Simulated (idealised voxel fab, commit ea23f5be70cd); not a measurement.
process module | voxel fin reveal
cross-section cut | 285 nm wide | cells 5 nm
A cross-section is a grid of square cells, given in bands from the top down. A band is one or more rows of cells.
Each band's line starts with the height of the band's top and of its bottom, in nm. Then come its materials from left to right, each with its width in nm. One material with "throughout" fills the band from edge to edge. "air" is empty space.
Height 0 is the level under which the wafer as received is all one material. The lowest band goes on downwards, as in "0 down".
A width such as "30 to 40" changes by the same amount from each row of cells to the next, from the band's top row to its bottom row.
"no change" after a step means that no cell of the cross-section changed.
closed voids: empty space of 8 cells or more with no open way to the top, each as width x height at its distance from the left edge, in nm
after a step's settings: what the simulator itself notes on the step
overlay nm, on a step with a mask: how far to the right of its planned place the mask lay; to the left if negative
plan
1 op RECEIVE | material Si
2 op CONFORMAL_DEP | material SiN | thk nm 10
3 op DIRECTIONAL_DEP | material aC | thk nm 15
4 op PATTERN | tone cover | mask id FINS | material resist | width nm 15 | pitch nm 40 | thk nm 30 | overlay nm 0
5 op DIRECTIONAL_ETCH | etch materials aC | depth nm 15
6 op STRIP | etch materials resist
7 op DIRECTIONAL_ETCH | etch materials SiN | depth nm 10
8 op DIRECTIONAL_ETCH | etch materials Si | depth nm 35
9 op STRIP | etch materials aC
10 op FILL_DEP | material SiO2 | thk nm 10
11 op CMP | height nm 10
12 op SELECTIVE_ETCH | etch materials SiO2 | depth nm 20
13 op STRIP | etch materials SiN
14 op CONFORMAL_DEP | material HfO2 | thk nm 5
varied across the wafers: width nm of step 4. The plan shows the first wafer's value. All wafers start alike
first wafer as received, after step 1
  0 down: Si throughout
  closed voids: none
first wafer at the end, after step 14
  5 to 0: air 90 | HfO2 25 | air 15 | HfO2 25 | air 15 | HfO2 25 | air 90
  0 to -5: air 90 | HfO2 5 | Si 15 | HfO2 5 | air 15 | HfO2 5 | Si 15 | HfO2 5 | air 15 | HfO2 5 | Si 15 | HfO2 5 | air 90
  -5 to -10: HfO2 95 | Si 15 | HfO2 25 | Si 15 | HfO2 25 | Si 15 | HfO2 95
  -10 to -35: SiO2 95 | Si 15 | SiO2 25 | Si 15 | SiO2 25 | Si 15 | SiO2 95
  -35 down: Si throughout
  closed voids: none
last wafer at the end
  5 to 0: air 85 | HfO2 35 | air 5 | HfO2 35 | air 5 | HfO2 35 | air 85
  0 to -5: air 85 | HfO2 5 | Si 25 | HfO2 5 | air 5 | HfO2 5 | Si 25 | HfO2 5 | air 5 | HfO2 5 | Si 25 | HfO2 5 | air 85
  -5 to -10: HfO2 90 | Si 25 | HfO2 15 | Si 25 | HfO2 15 | Si 25 | HfO2 90
  -10 to -35: SiO2 90 | Si 25 | SiO2 15 | Si 25 | SiO2 15 | Si 25 | SiO2 90
  -35 down: Si throughout
  closed voids: none
each wafer at the end: cells of each material gained (+) or lost (-) since it was received, then its closed voids
width nm 15 | +69 HfO2 | -336 Si | +240 SiO2 | closed voids: none
width nm 20 | +69 HfO2 | -315 Si | +225 SiO2 | closed voids: none
width nm 25 | +69 HfO2 | -294 Si | +210 SiO2 | closed voids: none
